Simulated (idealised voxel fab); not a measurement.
Proc. module: voxel double patterning
290 nm wide, 5 nm square cells: that's cross-section cut.
Format of a cross-section: grid, square cells. Given as bands. Order: top down. Band: one or more rows of cells. In this notation a band is specified by the heights of its top and bottom, in that order and in nm, after which its materials appear from left to right, each paired with its width in nm. The word "full width" attached to a single material means that material fills the band from edge to edge; the word "blank" stands for empty space. Note: height 0 marks the level under which the wafer is uniformly one material as received. Lowest band unbounded below, written "0 -> down". With a width like "30 to 40", each row of cells in the band differs from the next by the same amount, the top row carrying the first number and the bottom row the second. No cell of the cross-section changed in a step that is given as "left unchanged". The entry titled "Catalogued sealed voids" provides the empty spaces that have no open way to the top, restricted to those of 8 cells or more. Each is presented as width x height at distance, the distance being measured from the left edge, with all three in nm. That trailing text on a step's line, after the settings, is the simulator's own remark on the step. Steps that use a mask can have "overlay nm" on their line. It says how far the mask sat to the right of where it was meant to be. Negative means to the left.

**The process steps that were planned are listed below**
1. RECEIVE,material Si
2. CONFORMAL_DEP,material SiO2,thk nm 10
3. DIRECTIONAL_DEP,material TiN,thk nm 10
4. DIRECTIONAL_DEP,material SiN,thk nm 10
5. DIRECTIONAL_DEP,material aC,thk nm 15
6. PATTERN,tone open,mask id FIRST,material resist,width nm 15,pitch nm 50,thk nm 30,overlay nm 0
7. DIRECTIONAL_ETCH,etch materials aC,depth nm 15
8. STRIP,etch materials resist
9. DIRECTIONAL_ETCH,etch materials SiN,depth nm 10
10. STRIP,etch materials aC
11. PATTERN,tone open,mask id SECOND,material resist,width nm 15,thk nm 20,overlay nm 0
12. DIRECTIONAL_ETCH,etch materials SiN,depth nm 10
13. STRIP,etch materials resist
14. DIRECTIONAL_ETCH,etch materials TiN,depth nm 10
15. STRIP,etch materials SiN

**Here's what the wafer looked like in cross-section when it arrived - that's after step 1**
	0 -> down = Si full width
	Catalogued sealed voids: none

**Final wafer profile in cross-section after the module, from the same start and plan as above, with one mistake made during processing**
	20 -> 10 = 110 nm TiN | 15 nm blank | 10 nm TiN | 15 nm blank | 10 nm TiN | 15 nm blank | 115 nm TiN
	10 -> 0 = TiN full width
	0 -> down = Si full width
	Catalogued sealed voids: none
Run error: step 2 deviated from plan and actually ran as CONFORMAL_DEP,material TiN,thk nm 10
